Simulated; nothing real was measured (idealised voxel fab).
Herein follows the process module entitled voxel wiring stack.
Square cell edge 5 nm, section width 195 nm, ID cut.
A cross-section is written here as square cells arranged in a grid, and it is given in bands from the top down, each band taking up one or more rows of cells. For a band, the entry starts with two heights in nm, that of the top and then that of the bottom, and carries on with the band's materials in order from left to right, each alongside its width in nm; the word "all across" beside a single material means it fills the band edge to edge, and "air" means empty space. A quick word on heights: they are counted from 0, and under that level the wafer as it came to us is one material throughout. The lowest band is different from the rest in having no bottom; it simply continues downward, written as in "0 and below". The notation "30..40" denotes a width that varies across the rows of cells in the band, beginning at the first number in the top row, finishing at the second number in the bottom row, and changing by an identical amount from each row to the next. When a step is marked "nothing was modified", none of the cells in the cross-section changed during that step. In "closed voids" the enclosed voids are listed, meaning empty spaces of 8 cells or larger without any opening to the top. The form is width x height at distance, distance from the left edge, units nm. If you see something after the settings on a step's line, that's the simulator's own remark about that step. overlay nm: on a step with a mask, how far right of its planned place the mask lay; negative means left. Reading guide: pairs of cross-sections, before and after one process step; after view cut off at lowest changed band; step and settings listed under each pair. Pairs may stem from different runs of this module on the same starting wafer; continuity with the pair above only where the "Pre-process state" entry states it.

Pre-process state
0 and below = Si all across
closed voids: none

After
10 down to 0 = SiO2 all across
Below 0, no change.
closed voids: none
The process step separating the two cross-sections depicted above is as follows: CONFORMAL_DEP (material SiO2; thk nm 10)

Pre-process state: The initial state for this step is given by the after cross-section of the immediately preceding pair.

After
15 down to 10 = TiN all across
Below 10, no change.
closed voids: none
The process step separating the two cross-sections depicted above is as follows: DIRECTIONAL_DEP (material TiN; thk nm 5)

Pre-process state: The initial state for this step is given by the after cross-section of the immediately preceding pair.

After
35 down to 15 = W all across
Below 15, no change.
closed voids: none
The process step separating the two cross-sections depicted above is as follows: DIRECTIONAL_DEP (material W; thk nm 20)

Pre-process state: The initial state for this step is given by the after cross-section of the immediately preceding pair.

After
35 down to 15 = air (25), W (25), air (15), W (25), air (15), W (25), air (15), W (25), air (25)
Below 15, no change.
closed voids: none
The process step separating the two cross-sections depicted above is as follows: MASKED_ETCH (tone cover; mask id METAL_1; width nm 25; pitch nm 40; etch materials W; depth nm 20; overlay nm 0)

Pre-process state: The initial state for this step is given by the after cross-section of the immediately preceding pair.

After
35 down to 15 = air (25), W (25), air (15), W (25), air (15), W (25), air (15), W (25), air (25)
15 down to 10 = air (25), TiN (25), air (15), TiN (25), air (15), TiN (25), air (15), TiN (25), air (25)
Below 10, no change.
closed voids: none
The process step separating the two cross-sections depicted above is as follows: MASKED_ETCH (tone cover; mask id METAL_1; width nm 25; pitch nm 40; etch materials TiN; depth nm 5; overlay nm 0)

Pre-process state: The initial state for this step is given by the after cross-section of the immediately preceding pair.

After
40 down to 35 = air (20), SiN (35), air (5), SiN (35), air (5), SiN (35), air (5), SiN (35), air (20)
35 down to 15 = air (20), SiN (5), W (25), SiN (5), air (5), SiN (5), W (25), SiN (5), air (5), SiN (5), W (25), SiN (5), air (5), SiN (5), W (25), SiN (5), air (20)
15 down to 10 = SiN (25), TiN (25), SiN (15), TiN (25), SiN (15), TiN (25), SiN (15), TiN (25), SiN (25)
Below 10, no change.
closed voids: none
The process step separating the two cross-sections depicted above is as follows: CONFORMAL_DEP (material SiN; thk nm 5)

Pre-process state: The initial state for this step is given by the after cross-section of the immediately preceding pair.

After
45 down to 40 = lowk all across
40 down to 35 = lowk (20), SiN (35), lowk (5), SiN (35), lowk (5), SiN (35), lowk (5), SiN (35), lowk (20)
35 down to 15 = lowk (20), SiN (5), W (25), SiN (5), lowk (5), SiN (5), W (25), SiN (5), lowk (5), SiN (5), W (25), SiN (5), lowk (5), SiN (5), W (25), SiN (5), lowk (20)
Below 15, no change.
closed voids: none
The process step separating the two cross-sections depicted above is as follows: FILL_DEP (material lowk; thk nm 5)

Pre-process state: The initial state for this step is given by the after cross-section of the immediately preceding pair.

After
35 down to 15 = lowk (20), SiN (5), W (25), SiN (5), lowk (5), SiN (5), W (25), SiN (5), lowk (5), SiN (5), W (25), SiN (5), lowk (5), SiN (5), W (25), SiN (5), lowk (20)
Below 15, no change.
closed voids: none
The process step separating the two cross-sections depicted above is as follows: CMP (height nm 35)

Pre-process state: The initial state for this step is given by the after cross-section of the immediately preceding pair.

After
40 down to 35 = SiCN all across
Below 35, no change.
closed voids: none
The process step separating the two cross-sections depicted above is as follows: CONFORMAL_DEP (material SiCN; thk nm 5)

Pre-process state: The initial state for this step is given by the after cross-section of the immediately preceding pair.

After
55 down to 40 = lowk all across
Below 40, no change.
closed voids: none
The process step separating the two cross-sections depicted above is as follows: DIRECTIONAL_DEP (material lowk; thk nm 15)

Pre-process state: The initial state for this step is given by the after cross-section of the immediately preceding pair.

After
55 down to 40 = lowk (25), air (15), lowk (25), air (15), lowk (25), air (15), lowk (25), air (15), lowk (35)
Below 40, no change.
closed voids: none
The process step separating the two cross-sections depicted above is as follows: MASKED_ETCH (tone open; mask id PLUG_1; width nm 15; pitch nm 40; etch materials lowk; depth nm 15; overlay nm 0)

Pre-process state: The initial state for this step is given by the after cross-section of the immediately preceding pair.

After
55 down to 40 = lowk (25), air (15), lowk (25), air (15), lowk (25), air (15), lowk (25), air (15), lowk (35)
40 down to 35 = SiCN (25), air (15), SiCN (25), air (15), SiCN (25), air (15), SiCN (25), air (15), SiCN (35)
Below 35, no change.
closed voids: none
The process step separating the two cross-sections depicted above is as follows: MASKED_ETCH (tone open; mask id PLUG_1; width nm 15; pitch nm 40; etch materials SiCN; depth nm 5; overlay nm 0)

Pre-process state: The initial state for this step is given by the after cross-section of the immediately preceding pair.

After
55 down to 45 = lowk (25), air (15), lowk (25), air (15), lowk (25), air (15), lowk (25), air (15), lowk (35)
45 down to 40 = lowk (25), Ru (15), lowk (25), Ru (15), lowk (25), Ru (15), lowk (25), Ru (15), lowk (35)
40 down to 35 = SiCN (25), Ru (15), SiCN (25), Ru (15), SiCN (25), Ru (15), SiCN (25), Ru (15), SiCN (35)
Below 35, no change.
closed voids: none
The process step separating the two cross-sections depicted above is as follows: EPI (material Ru; thk nm 10)

Pre-process state: The initial state for this step is given by the after cross-section of the immediately preceding pair.

After
55 down to 40 = lowk (25), Ru (15), lowk (25), Ru (15), lowk (25), Ru (15), lowk (25), Ru (15), lowk (35)
Below 40, no change.
closed voids: none
The process step separating the two cross-sections depicted above is as follows: EPI (material Ru; thk nm 10)

Pre-process state: The initial state for this step is given by the after cross-section of the immediately preceding pair.

After
60 down to 55 = SiCN all across
Below 55, no change.
closed voids: none
The process step separating the two cross-sections depicted above is as follows: CONFORMAL_DEP (material SiCN; thk nm 5)

Pre-process state: The initial state for this step is given by the after cross-section of the immediately preceding pair.

After
80 down to 60 = SiO2 all across
Below 60, no change.
closed voids: none
The process step separating the two cross-sections depicted above is as follows: DIRECTIONAL_DEP (material SiO2; thk nm 20)

Pre-process state: The initial state for this step is given by the after cross-section of the immediately preceding pair.

After
100 down to 80 = resist (25), air (25), resist (15), air (25), resist (15), air (25), resist (15), air (25), resist (25)
Below 80, no change.
closed voids: none
The process step separating the two cross-sections depicted above is as follows: PATTERN (tone open; mask id METAL_2; material resist; width nm 25; pitch nm 40; thk nm 20; overlay nm 0)

Pre-process state: The initial state for this step is given by the after cross-section of the immediately preceding pair.

After
100 down to 80 = resist (25), air (25), resist (15), air (25), resist (15), air (25), resist (15), air (25), resist (25)
80 down to 60 = SiO2 (25), air (25), SiO2 (15), air (25), SiO2 (15), air (25), SiO2 (15), air (25), SiO2 (25)
Below 60, no change.
closed voids: none
The process step separating the two cross-sections depicted above is as follows: DIRECTIONAL_ETCH (etch materials SiO2; depth nm 20)

Pre-process state: The initial state for this step is given by the after cross-section of the immediately preceding pair.

After
100 down to 80 = resist (25), air (25), resist (15), air (25), resist (15), air (25), resist (15), air (25), resist (25)
80 down to 60 = SiO2 (25), air (25), SiO2 (15), air (25), SiO2 (15), air (25), SiO2 (15), air (25), SiO2 (25)
60 down to 55 = SiCN (25), air (25), SiCN (15), air (25), SiCN (15), air (25), SiCN (15), air (25), SiCN (25)
Below 55, no change.
closed voids: none
The process step separating the two cross-sections depicted above is as follows: DIRECTIONAL_ETCH (etch materials SiCN; depth nm 5)

Pre-process state: The initial state for this step is given by the after cross-section of the immediately preceding pair.

After
80 down to 60 = SiO2 (25), air (25), SiO2 (15), air (25), SiO2 (15), air (25), SiO2 (15), air (25), SiO2 (25)
Below 60, no change.
closed voids: none
The process step separating the two cross-sections depicted above is as follows: STRIP (etch materials resist)

Pre-process state: The initial state for this step is given by the after cross-section of the immediately preceding pair.

After
85 down to 80 = TiN (30), air (15), TiN (25), air (15), TiN (25), air (15), TiN (25), air (15), TiN (30)
80 down to 60 = SiO2 (25), TiN (5), air (15), TiN (5), SiO2 (15), TiN (5), air (15), TiN (5), SiO2 (15), TiN (5), air (15), TiN (5), SiO2 (15), TiN (5), air (15), TiN (5), SiO2 (25)
60 down to 55 = SiCN (25), TiN (25), SiCN (15), TiN (25), SiCN (15), TiN (25), SiCN (15), TiN (25), SiCN (25)
Below 55, no change.
closed voids: none
The process step separating the two cross-sections depicted above is as follows: CONFORMAL_DEP (material TiN; thk nm 5)

Pre-process state: The initial state for this step is given by the after cross-section of the immediately preceding pair.

After
90 down to 85 = Ru all across
85 down to 80 = TiN (30), Ru (15), TiN (25), Ru (15), TiN (25), Ru (15), TiN (25), Ru (15), TiN (30)
80 down to 60 = SiO2 (25), TiN (5), Ru (15), TiN (5), SiO2 (15), TiN (5), Ru (15), TiN (5), SiO2 (15), TiN (5), Ru (15), TiN (5), SiO2 (15), TiN (5), Ru (15), TiN (5), SiO2 (25)
Below 60, no change.
closed voids: none
The process step separating the two cross-sections depicted above is as follows: FILL_DEP (material Ru; thk nm 5)

Pre-process state: The initial state for this step is given by the after cross-section of the immediately preceding pair.

After
80 down to 60 = SiO2 (25), TiN (5), Ru (15), TiN (5), SiO2 (15), TiN (5), Ru (15), TiN (5), SiO2 (15), TiN (5), Ru (15), TiN (5), SiO2 (15), TiN (5), Ru (15), TiN (5), SiO2 (25)
Below 60, no change.
closed voids: none
The process step separating the two cross-sections depicted above is as follows: CMP (height nm 80)

Pre-process state: The initial state for this step is given by the after cross-section of the immediately preceding pair.

After
85 down to 80 = SiCN all across
Below 80, no change.
closed voids: none
The process step separating the two cross-sections depicted above is as follows: CONFORMAL_DEP (material SiCN; thk nm 5)

Pre-process state
40 down to 35 = SiCN all across
35 down to 15 = lowk (20), SiN (5), W (25), SiN (5), lowk (5), SiN (5), W (25), SiN (5), lowk (5), SiN (5), W (25), SiN (5), lowk (5), SiN (5), W (25), SiN (5), lowk (20)
15 down to 10 = SiN (25), TiN (25), SiN (15), TiN (25), SiN (15), TiN (25), SiN (15), TiN (25), SiN (25)
10 down to 0 = SiO2 all across
0 and below = Si all across
closed voids: none

After
40 down to 35 = SiCN (25), air (15), SiCN (25), air (15), SiCN (25), air (15), SiCN (25), air (15), SiCN (35)
Below 35, no change.
closed voids: none
The process step separating the two cross-sections depicted above is as follows: MASKED_ETCH (tone open; mask id PLUG_1; width nm 15; pitch nm 40; etch materials SiCN; depth nm 5; overlay nm 0)

Pre-process state: The initial state for this step is given by the after cross-section of the immediately preceding pair.

After
45 down to 40 = air (20), Ru (25), air (15), Ru (25), air (15), Ru (25), air (15), Ru (25), air (30)
40 down to 35 = SiCN (25), Ru (15), SiCN (25), Ru (15), SiCN (25), Ru (15), SiCN (25), Ru (15), SiCN (35)
Below 35, no change.
closed voids: none
The process step separating the two cross-sections depicted above is as follows: EPI (material Ru; thk nm 10)

Pre-process state: The initial state for this step is given by the after cross-section of the immediately preceding pair.

After
55 down to 40 = air (10), Ru (165), air (20)
Below 40, no change.
closed voids: none
The process step separating the two cross-sections depicted above is as follows: EPI (material Ru; thk nm 10)

Pre-process state: The initial state for this step is given by the after cross-section of the immediately preceding pair.

After
60 down to 55 = air (5), SiCN (175), air (15)
55 down to 45 = air (5), SiCN (5), Ru (165), SiCN (5), air (15)
45 down to 40 = SiCN (10), Ru (165), SiCN (20)
Below 40, no change.
closed voids: none
The process step separating the two cross-sections depicted above is as follows: CONFORMAL_DEP (material SiCN; thk nm 5)

Pre-process state: The initial state for this step is given by the after cross-section of the immediately preceding pair.

After
80 down to 65 = air (5), SiO2 (175), air (15)
65 down to 60 = SiO2 all across
60 down to 55 = SiO2 (5), SiCN (175), SiO2 (15)
55 down to 45 = SiO2 (5), SiCN (5), Ru (165), SiCN (5), SiO2 (15)
Below 45, no change.
closed voids: none
The process step separating the two cross-sections depicted above is as follows: DIRECTIONAL_DEP (material SiO2; thk nm 20)

Pre-process state: The initial state for this step is given by the after cross-section of the immediately preceding pair.

After
100 down to 80 = resist (25), air (25), resist (15), air (25), resist (15), air (25), resist (15), air (25), resist (25)
80 down to 65 = resist (5), SiO2 (175), resist (15)
Below 65, no change.
closed voids: none
The process step separating the two cross-sections depicted above is as follows: PATTERN (tone open; mask id METAL_2; material resist; width nm 25; pitch nm 40; thk nm 20; overlay nm 0)

Pre-process state: The initial state for this step is given by the after cross-section of the immediately preceding pair.

After
100 down to 80 = resist (25), air (25), resist (15), air (25), resist (15), air (25), resist (15), air (25), resist (25)
80 down to 65 = resist (5), SiO2 (20), air (25), SiO2 (15), air (25), SiO2 (15), air (25), SiO2 (15), air (25), SiO2 (10), resist (15)
65 down to 60 = SiO2 (25), air (25), SiO2 (15), air (25), SiO2 (15), air (25), SiO2 (15), air (25), SiO2 (25)
Below 60, no change.
closed voids: none
The process step separating the two cross-sections depicted above is as follows: DIRECTIONAL_ETCH (etch materials SiO2; depth nm 20)

Pre-process state: The initial state for this step is given by the after cross-section of the immediately preceding pair.

After
100 down to 80 = resist (25), air (25), resist (15), air (25), resist (15), air (25), resist (15), air (25), resist (25)
80 down to 65 = resist (5), SiO2 (20), air (25), SiO2 (15), air (25), SiO2 (15), air (25), SiO2 (15), air (25), SiO2 (10), resist (15)
65 down to 60 = SiO2 (25), air (25), SiO2 (15), air (25), SiO2 (15), air (25), SiO2 (15), air (25), SiO2 (25)
60 down to 55 = SiO2 (5), SiCN (20), air (25), SiCN (15), air (25), SiCN (15), air (25), SiCN (15), air (25), SiCN (10), SiO2 (15)
Below 55, no change.
closed voids: none
The process step separating the two cross-sections depicted above is as follows: DIRECTIONAL_ETCH (etch materials SiCN; depth nm 5)

Pre-process state: The initial state for this step is given by the after cross-section of the immediately preceding pair.

After
80 down to 65 = air (5), SiO2 (20), air (25), SiO2 (15), air (25), SiO2 (15), air (25), SiO2 (15), air (25), SiO2 (10), air (15)
Below 65, no change.
closed voids: none
The process step separating the two cross-sections depicted above is as follows: STRIP (etch materials resist)

Pre-process state: The initial state for this step is given by the after cross-section of the immediately preceding pair.

After
85 down to 80 = TiN (30), air (15), TiN (25), air (15), TiN (25), air (15), TiN (25), air (15), TiN (20), air (10)
80 down to 70 = TiN (5), SiO2 (20), TiN (5), air (15), TiN (5), SiO2 (15), TiN (5), air (15), TiN (5), SiO2 (15), TiN (5), air (15), TiN (5), SiO2 (15), TiN (5), air (15), TiN (5), SiO2 (10), TiN (5), air (10)
70 down to 65 = TiN (5), SiO2 (20), TiN (5), air (15), TiN (5), SiO2 (15), TiN (5), air (15), TiN (5), SiO2 (15), TiN (5), air (15), TiN (5), SiO2 (15), TiN (5), air (15), TiN (5), SiO2 (10), TiN (15)
65 down to 60 = SiO2 (25), TiN (5), air (15), TiN (5), SiO2 (15), TiN (5), air (15), TiN (5), SiO2 (15), TiN (5), air (15), TiN (5), SiO2 (15), TiN (5), air (15), TiN (5), SiO2 (25)
60 down to 55 = SiO2 (5), SiCN (20), TiN (25), SiCN (15), TiN (25), SiCN (15), TiN (25), SiCN (15), TiN (25), SiCN (10), SiO2 (15)
Below 55, no change.
closed voids: none
The process step separating the two cross-sections depicted above is as follows: CONFORMAL_DEP (material TiN; thk nm 5)

Pre-process state: The initial state for this step is given by the after cross-section of the immediately preceding pair.

After
90 down to 85 = Ru all across
85 down to 80 = TiN (30), Ru (15), TiN (25), Ru (15), TiN (25), Ru (15), TiN (25), Ru (15), TiN (20), Ru (10)
80 down to 70 = TiN (5), SiO2 (20), TiN (5), Ru (15), TiN (5), SiO2 (15), TiN (5), Ru (15), TiN (5), SiO2 (15), TiN (5), Ru (15), TiN (5), SiO2 (15), TiN (5), Ru (15), TiN (5), SiO2 (10), TiN (5), Ru (10)
70 down to 65 = TiN (5), SiO2 (20), TiN (5), Ru (15), TiN (5), SiO2 (15), TiN (5), Ru (15), TiN (5), SiO2 (15), TiN (5), Ru (15), TiN (5), SiO2 (15), TiN (5), Ru (15), TiN (5), SiO2 (10), TiN (15)
65 down to 60 = SiO2 (25), TiN (5), Ru (15), TiN (5), SiO2 (15), TiN (5), Ru (15), TiN (5), SiO2 (15), TiN (5), Ru (15), TiN (5), SiO2 (15), TiN (5), Ru (15), TiN (5), SiO2 (25)
Below 60, no change.
closed voids: none
The process step separating the two cross-sections depicted above is as follows: FILL_DEP (material Ru; thk nm 5)

Pre-process state: The initial state for this step is given by the after cross-section of the immediately preceding pair.

After
80 down to 70 = TiN (5), SiO2 (20), TiN (5), Ru (15), TiN (5), SiO2 (15), TiN (5), Ru (15), TiN (5), SiO2 (15), TiN (5), Ru (15), TiN (5), SiO2 (15), TiN (5), Ru (15), TiN (5), SiO2 (10), TiN (5), Ru (10)
Below 70, no change.
closed voids: none
The process step separating the two cross-sections depicted above is as follows: CMP (height nm 80)

Pre-process state: The initial state for this step is given by the after cross-section of the immediately preceding pair.

After
85 down to 80 = SiCN all across
Below 80, no change.
closed voids: none
The process step separating the two cross-sections depicted above is as follows: CONFORMAL_DEP (material SiCN; thk nm 5)

Pre-process state
55 down to 40 = lowk (25), Ru (15), lowk (25), Ru (15), lowk (25), Ru (15), lowk (25), Ru (15), lowk (35)
40 down to 35 = SiCN (25), Ru (15), SiCN (25), Ru (15), SiCN (25), Ru (15), SiCN (25), Ru (15), SiCN (35)
35 down to 15 = lowk (20), SiN (5), W (25), SiN (5), lowk (5), SiN (5), W (25), SiN (5), lowk (5), SiN (5), W (25), SiN (5), lowk (5), SiN (5), W (25), SiN (5), lowk (20)
15 down to 10 = SiN (25), TiN (25), SiN (15), TiN (25), SiN (15), TiN (25), SiN (15), TiN (25), SiN (25)
10 down to 0 = SiO2 all across
0 and below = Si all across
closed voids: none

After
65 down to 55 = air (15), Ru (35), air (5), Ru (35), air (5), Ru (35), air (5), Ru (35), air (25)
Below 55, no change.
closed voids: none
The process step separating the two cross-sections depicted above is as follows: EPI (material Ru; thk nm 10)

Pre-process state: The initial state for this step is given by the after cross-section of the immediately preceding pair.

After
70 down to 65 = air (10), SiCN (165), air (20)
65 down to 60 = air (10), SiCN (5), Ru (35), SiCN (5), Ru (35), SiCN (5), Ru (35), SiCN (5), Ru (35), SiCN (5), air (20)
60 down to 55 = SiCN (15), Ru (35), SiCN (5), Ru (35), SiCN (5), Ru (35), SiCN (5), Ru (35), SiCN (25)
Below 55, no change.
closed voids: none
The process step separating the two cross-sections depicted above is as follows: CONFORMAL_DEP (material SiCN; thk nm 5)

Pre-process state: The initial state for this step is given by the after cross-section of the immediately preceding pair.

After
90 down to 80 = air (10), SiO2 (165), air (20)
80 down to 70 = SiO2 all across
70 down to 65 = SiO2 (10), SiCN (165), SiO2 (20)
65 down to 60 = SiO2 (10), SiCN (5), Ru (35), SiCN (5), Ru (35), SiCN (5), Ru (35), SiCN (5), Ru (35), SiCN (5), SiO2 (20)
Below 60, no change.
closed voids: none
The process step separating the two cross-sections depicted above is as follows: DIRECTIONAL_DEP (material SiO2; thk nm 20)

Pre-process state: The initial state for this step is given by the after cross-section of the immediately preceding pair.

After
110 down to 90 = resist (25), air (25), resist (15), air (25), resist (15), air (25), resist (15), air (25), resist (25)
90 down to 80 = resist (10), SiO2 (165), resist (20)
Below 80, no change.
closed voids: none
The process step separating the two cross-sections depicted above is as follows: PATTERN (tone open; mask id METAL_2; material resist; width nm 25; pitch nm 40; thk nm 20; overlay nm 0)

Pre-process state: The initial state for this step is given by the after cross-section of the immediately preceding pair.

After
110 down to 90 = resist (25), air (25), resist (15), air (25), resist (15), air (25), resist (15), air (25), resist (25)
90 down to 80 = resist (10), SiO2 (15), air (25), SiO2 (15), air (25), SiO2 (15), air (25), SiO2 (15), air (25), SiO2 (5), resist (20)
80 down to 70 = SiO2 (25), air (25), SiO2 (15), air (25), SiO2 (15), air (25), SiO2 (15), air (25), SiO2 (25)
Below 70, no change.
closed voids: none
The process step separating the two cross-sections depicted above is as follows: DIRECTIONAL_ETCH (etch materials SiO2; depth nm 20)

Pre-process state: The initial state for this step is given by the after cross-section of the immediately preceding pair.

After
110 down to 90 = resist (25), air (25), resist (15), air (25), resist (15), air (25), resist (15), air (25), resist (25)
90 down to 80 = resist (10), SiO2 (15), air (25), SiO2 (15), air (25), SiO2 (15), air (25), SiO2 (15), air (25), SiO2 (5), resist (20)
80 down to 70 = SiO2 (25), air (25), SiO2 (15), air (25), SiO2 (15), air (25), SiO2 (15), air (25), SiO2 (25)
70 down to 65 = SiO2 (10), SiCN (15), air (25), SiCN (15), air (25), SiCN (15), air (25), SiCN (15), air (25), SiCN (5), SiO2 (20)
Below 65, no change.
closed voids: none
The process step separating the two cross-sections depicted above is as follows: DIRECTIONAL_ETCH (etch materials SiCN; depth nm 5)

Pre-process state: The initial state for this step is given by the after cross-section of the immediately preceding pair.

After
90 down to 80 = air (10), SiO2 (15), air (25), SiO2 (15), air (25), SiO2 (15), air (25), SiO2 (15), air (25), SiO2 (5), air (20)
Below 80, no change.
closed voids: none
The process step separating the two cross-sections depicted above is as follows: STRIP (etch materials resist)

Pre-process state: The initial state for this step is given by the after cross-section of the immediately preceding pair.

After
95 down to 90 = air (5), TiN (25), air (15), TiN (25), air (15), TiN (25), air (15), TiN (25), air (15), TiN (15), air (15)
90 down to 85 = air (5), TiN (5), SiO2 (15), TiN (5), air (15), TiN (5), SiO2 (15), TiN (5), air (15), TiN (5), SiO2 (15), TiN (5), air (15), TiN (5), SiO2 (15), TiN (5), air (15), TiN (5), SiO2 (5), TiN (5), air (15)
85 down to 80 = TiN (10), SiO2 (15), TiN (5), air (15), TiN (5), SiO2 (15), TiN (5), air (15), TiN (5), SiO2 (15), TiN (5), air (15), TiN (5), SiO2 (15), TiN (5), air (15), TiN (5), SiO2 (5), TiN (20)
80 down to 70 = SiO2 (25), TiN (5), air (15), TiN (5), SiO2 (15), TiN (5), air (15), TiN (5), SiO2 (15), TiN (5), air (15), TiN (5), SiO2 (15), TiN (5), air (15), TiN (5), SiO2 (25)
70 down to 65 = SiO2 (10), SiCN (15), TiN (25), SiCN (15), TiN (25), SiCN (15), TiN (25), SiCN (15), TiN (25), SiCN (5), SiO2 (20)
Below 65, no change.
closed voids: none
The process step separating the two cross-sections depicted above is as follows: CONFORMAL_DEP (material TiN; thk nm 5)

Pre-process state: The initial state for this step is given by the after cross-section of the immediately preceding pair.

After
100 down to 95 = Ru all across
95 down to 90 = Ru (5), TiN (25), Ru (15), TiN (25), Ru (15), TiN (25), Ru (15), TiN (25), Ru (15), TiN (15), Ru (15)
90 down to 85 = Ru (5), TiN (5), SiO2 (15), TiN (5), Ru (15), TiN (5), SiO2 (15), TiN (5), Ru (15), TiN (5), SiO2 (15), TiN (5), Ru (15), TiN (5), SiO2 (15), TiN (5), Ru (15), TiN (5), SiO2 (5), TiN (5), Ru (15)
85 down to 80 = TiN (10), SiO2 (15), TiN (5), Ru (15), TiN (5), SiO2 (15), TiN (5), Ru (15), TiN (5), SiO2 (15), TiN (5), Ru (15), TiN (5), SiO2 (15), TiN (5), Ru (15), TiN (5), SiO2 (5), TiN (20)
80 down to 70 = SiO2 (25), TiN (5), Ru (15), TiN (5), SiO2 (15), TiN (5), Ru (15), TiN (5), SiO2 (15), TiN (5), Ru (15), TiN (5), SiO2 (15), TiN (5), Ru (15), TiN (5), SiO2 (25)
Below 70, no change.
closed voids: none
The process step separating the two cross-sections depicted above is as follows: FILL_DEP (material Ru; thk nm 5)

Pre-process state: The initial state for this step is given by the after cross-section of the immediately preceding pair.

After
80 down to 70 = SiO2 (25), TiN (5), Ru (15), TiN (5), SiO2 (15), TiN (5), Ru (15), TiN (5), SiO2 (15), TiN (5), Ru (15), TiN (5), SiO2 (15), TiN (5), Ru (15), TiN (5), SiO2 (25)
Below 70, no change.
closed voids: none
The process step separating the two cross-sections depicted above is as follows: CMP (height nm 80)

Pre-process state: The initial state for this step is given by the after cross-section of the immediately preceding pair.

After
85 down to 80 = SiCN all across
Below 80, no change.
closed voids: none
The process step separating the two cross-sections depicted above is as follows: CONFORMAL_DEP (material SiCN; thk nm 5)

Pre-process state
0 and below = Si all across
closed voids: none

After
5 down to 0 = TiN all across
Below 0, no change.
closed voids: none
The process step separating the two cross-sections depicted above is as follows: DIRECTIONAL_DEP (material TiN; thk nm 5)

Pre-process state: The initial state for this step is given by the after cross-section of the immediately preceding pair.

After
15 down to 5 = SiO2 all across
Below 5, no change.
closed voids: none
The process step separating the two cross-sections depicted above is as follows: CONFORMAL_DEP (material SiO2; thk nm 10)

Pre-process state: The initial state for this step is given by the after cross-section of the immediately preceding pair.

After
35 down to 15 = W all across
Below 15, no change.
closed voids: none
The process step separating the two cross-sections depicted above is as follows: DIRECTIONAL_DEP (material W; thk nm 20)

Pre-process state: The initial state for this step is given by the after cross-section of the immediately preceding pair.

After
35 down to 15 = air (25), W (25), air (15), W (25), air (15), W (25), air (15), W (25), air (25)
Below 15, no change.
closed voids: none
The process step separating the two cross-sections depicted above is as follows: MASKED_ETCH (tone cover; mask id METAL_1; width nm 25; pitch nm 40; etch materials W; depth nm 20; overlay nm 0)

Pre-process state: The initial state for this step is given by the after cross-section of the immediately preceding pair.

After
40 down to 35 = air (20), SiN (35), air (5), SiN (35), air (5), SiN (35), air (5), SiN (35), air (20)
35 down to 20 = air (20), SiN (5), W (25), SiN (5), air (5), SiN (5), W (25), SiN (5), air (5), SiN (5), W (25), SiN (5), air (5), SiN (5), W (25), SiN (5), air (20)
20 down to 15 = SiN (25), W (25), SiN (15), W (25), SiN (15), W (25), SiN (15), W (25), SiN (25)
Below 15, no change.
closed voids: none
The process step separating the two cross-sections depicted above is as follows: CONFORMAL_DEP (material SiN; thk nm 5)

Pre-process state: The initial state for this step is given by the after cross-section of the immediately preceding pair.

After
45 down to 40 = lowk all across
40 down to 35 = lowk (20), SiN (35), lowk (5), SiN (35), lowk (5), SiN (35), lowk (5), SiN (35), lowk (20)
35 down to 20 = lowk (20), SiN (5), W (25), SiN (5), lowk (5), SiN (5), W (25), SiN (5), lowk (5), SiN (5), W (25), SiN (5), lowk (5), SiN (5), W (25), SiN (5), lowk (20)
Below 20, no change.
closed voids: none
The process step separating the two cross-sections depicted above is as follows: FILL_DEP (material lowk; thk nm 5)

Pre-process state: The initial state for this step is given by the after cross-section of the immediately preceding pair.

After
35 down to 20 = lowk (20), SiN (5), W (25), SiN (5), lowk (5), SiN (5), W (25), SiN (5), lowk (5), SiN (5), W (25), SiN (5), lowk (5), SiN (5), W (25), SiN (5), lowk (20)
Below 20, no change.
closed voids: none
The process step separating the two cross-sections depicted above is as follows: CMP (height nm 35)

Pre-process state: The initial state for this step is given by the after cross-section of the immediately preceding pair.

After
40 down to 35 = SiCN all across
Below 35, no change.
closed voids: none
The process step separating the two cross-sections depicted above is as follows: CONFORMAL_DEP (material SiCN; thk nm 5)

Pre-process state: The initial state for this step is given by the after cross-section of the immediately preceding pair.

After
55 down to 40 = lowk all across
Below 40, no change.
closed voids: none
The process step separating the two cross-sections depicted above is as follows: DIRECTIONAL_DEP (material lowk; thk nm 15)

Pre-process state: The initial state for this step is given by the after cross-section of the immediately preceding pair.

After
55 down to 40 = lowk (25), air (15), lowk (25), air (15), lowk (25), air (15), lowk (25), air (15), lowk (35)
Below 40, no change.
closed voids: none
The process step separating the two cross-sections depicted above is as follows: MASKED_ETCH (tone open; mask id PLUG_1; width nm 15; pitch nm 40; etch materials lowk; depth nm 15; overlay nm 0)

Pre-process state: The initial state for this step is given by the after cross-section of the immediately preceding pair.

After
55 down to 40 = lowk (25), air (15), lowk (25), air (15), lowk (25), air (15), lowk (25), air (15), lowk (35)
40 down to 35 = SiCN (25), air (15), SiCN (25), air (15), SiCN (25), air (15), SiCN (25), air (15), SiCN (35)
Below 35, no change.
closed voids: none
The process step separating the two cross-sections depicted above is as follows: MASKED_ETCH (tone open; mask id PLUG_1; width nm 15; pitch nm 40; etch materials SiCN; depth nm 5; overlay nm 0)

Pre-process state: The initial state for this step is given by the after cross-section of the immediately preceding pair.

After
55 down to 45 = lowk (25), air (15), lowk (25), air (15), lowk (25), air (15), lowk (25), air (15), lowk (35)
45 down to 40 = lowk (25), Ru (15), lowk (25), Ru (15), lowk (25), Ru (15), lowk (25), Ru (15), lowk (35)
40 down to 35 = SiCN (25), Ru (15), SiCN (25), Ru (15), SiCN (25), Ru (15), SiCN (25), Ru (15), SiCN (35)
Below 35, no change.
closed voids: none
The process step separating the two cross-sections depicted above is as follows: EPI (material Ru; thk nm 10)

Pre-process state: The initial state for this step is given by the after cross-section of the immediately preceding pair.

After
55 down to 40 = lowk (25), Ru (15), lowk (25), Ru (15), lowk (25), Ru (15), lowk (25), Ru (15), lowk (35)
Below 40, no change.
closed voids: none
The process step separating the two cross-sections depicted above is as follows: EPI (material Ru; thk nm 10)

Pre-process state: The initial state for this step is given by the after cross-section of the immediately preceding pair.

After
60 down to 55 = SiCN all across
Below 55, no change.
closed voids: none
The process step separating the two cross-sections depicted above is as follows: CONFORMAL_DEP (material SiCN; thk nm 5)

Pre-process state: The initial state for this step is given by the after cross-section of the immediately preceding pair.

After
80 down to 60 = SiO2 all across
Below 60, no change.
closed voids: none
The process step separating the two cross-sections depicted above is as follows: DIRECTIONAL_DEP (material SiO2; thk nm 20)
